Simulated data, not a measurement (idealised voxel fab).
The process module that follows is named voxel capacitor over wiring.
Section shown: cut. Width: 155 nm. Cell size: 5 nm, square.
A cross-section in this document is a grid of square cells, and it is written down as bands, the top band listed before the ones below it; a band is made up of one or more rows of cells. Band entry format. Leading values: height of top, height of bottom, nm. Remainder: materials in left-to-right order, each with its width in nm. Special words: "throughout" on a single material, which then fills the band edge to edge; "empty", empty space. Heights from 0 (as-received wafer is one material below). Bottom band endless downward, as "0..down". The expression "30->40" gives the width at the extremes of the band, the first number at its top row of cells and the second at its bottom row, with the width changing by equal amounts from each row to the next in between. You'll sometimes find "no modification" written for a step, and that's the way of saying that nowhere in the cross-section did a cell change during that step. The list in "Encapsulated voids" covers empty spaces of 8 cells or more that cannot reach the top through any open way, and it gives each as width x height at distance; the distance is from the left edge, and width, height and distance are in nm. Read whatever lies past the settings on a step's line as the simulator's own remark about the step. overlay nm: mask right of planned place by this much (step with mask). Neg. = left.
Below is the list of planned process steps
1. RECEIVE with material Si
2. CONFORMAL_DEP with material SiO2, thk nm 10
3. DIRECTIONAL_DEP with material TiN, thk nm 5
4. DIRECTIONAL_DEP with material Ru, thk nm 25
5. MASKED_ETCH with tone cover, mask id METAL_1, width nm 30, pitch nm 85, etch materials Ru, depth nm 25, overlay nm 0
6. MASKED_ETCH with tone cover, mask id METAL_1, width nm 30, pitch nm 85, etch materials TiN, depth nm 5, overlay nm 0
7. CONFORMAL_DEP with material SiN, thk nm 5
8. FILL_DEP with material lowk, thk nm 5
9. CMP with height nm 40
10. CONFORMAL_DEP with material SiCN, thk nm 5
11. DIRECTIONAL_DEP with material SiO2, thk nm 20
12. PATTERN with tone open, mask id PLUG_1, material resist, width nm 15, thk nm 20, overlay nm 0
13. DIRECTIONAL_ETCH with etch materials SiO2, depth nm 20
14. DIRECTIONAL_ETCH with etch materials SiCN, depth nm 5
15. STRIP with etch materials resist
16. EPI with material Ru, thk nm 10
17. EPI with material Ru, thk nm 10
18. EPI with material Ru, thk nm 5
19. DIRECTIONAL_DEP with material TiN, thk nm 10
20. DIRECTIONAL_DEP with material Al2O3, thk nm 5
21. DIRECTIONAL_DEP with material TiN, thk nm 10
22. MASKED_ETCH with tone cover, mask id UPPER_PLATE, width nm 60, etch materials TiN, depth nm 10, overlay nm 0
23. MASKED_ETCH with tone cover, mask id UPPER_PLATE, width nm 60, etch materials Al2O3, depth nm 5, overlay nm 0
24. MASKED_ETCH with tone cover, mask id LOWER_PLATE, width nm 70, etch materials TiN, depth nm 10, overlay nm 0
25. FILL_DEP with material SiO2, thk nm 15
26. CMP with height nm 100
27. MASKED_ETCH with tone open, mask id PLUG_2, width nm 15, etch materials SiO2, depth nm 10, overlay nm 0
28. CONFORMAL_DEP with material TiN, thk nm 5
29. FILL_DEP with material Cu, thk nm 10
30. CMP with height nm 100
31. CONFORMAL_DEP with material SiCN, thk nm 5
Shown in cross-section is the wafer as received, that is, as it stands after step 1
    0..down | Si throughout
    Encapsulated voids: none
The first of the two wafers as seen in cross-section once the module was finished; processing followed the plan
    105..100 | SiCN throughout
    100..95 | SiO2=45  TiN=5  Cu=5  TiN=5  SiO2=95
    95..90 | SiO2=45  TiN=15  SiO2=95
    90..80 | SiO2=35  TiN=60  SiO2=60
    80..75 | SiO2=35  Al2O3=60  SiO2=60
    75..65 | SiO2=30  TiN=70  SiO2=55
    65..45 | SiO2=35  Ru=15  SiO2=105
    45..40 | SiCN=35  Ru=15  SiCN=105
    40..15 | lowk=15  SiN=5  Ru=30  SiN=5  lowk=45  SiN=5  Ru=30  SiN=5  lowk=15
    15..10 | SiN=20  TiN=30  SiN=55  TiN=30  SiN=20
    10..0 | SiO2 throughout
    0..down | Si throughout
    Encapsulated voids: none
Cross-sectional view of the second of two wafers upon completion of the module. This wafer shared its starting condition and process plan with the first; one error was made during its execution
    105..100 | SiCN throughout
    100..95 | SiO2=55  TiN=5  Cu=5  TiN=5  SiO2=85
    95..90 | SiO2=55  TiN=15  SiO2=85
    90..80 | SiO2=35  TiN=60  SiO2=60
    80..75 | SiO2=35  Al2O3=60  SiO2=60
    75..65 | SiO2=30  TiN=70  SiO2=55
    65..45 | SiO2=35  Ru=15  SiO2=105
    45..40 | SiCN=35  Ru=15  SiCN=105
    40..15 | lowk=15  SiN=5  Ru=30  SiN=5  lowk=45  SiN=5  Ru=30  SiN=5  lowk=15
    15..10 | SiN=20  TiN=30  SiN=55  TiN=30  SiN=20
    10..0 | SiO2 throughout
    0..down | Si throughout
    Encapsulated voids: none
In executing the process, a mistake was made relative to the plan: step 27 deviated from plan and actually ran as MASKED_ETCH with tone open, mask id PLUG_2, width nm 15, etch materials SiO2, depth nm 10, overlay nm 10
If you tally the cells, the second wafer ends up with the same amount of every material as the first; it's all just sitting in different places.
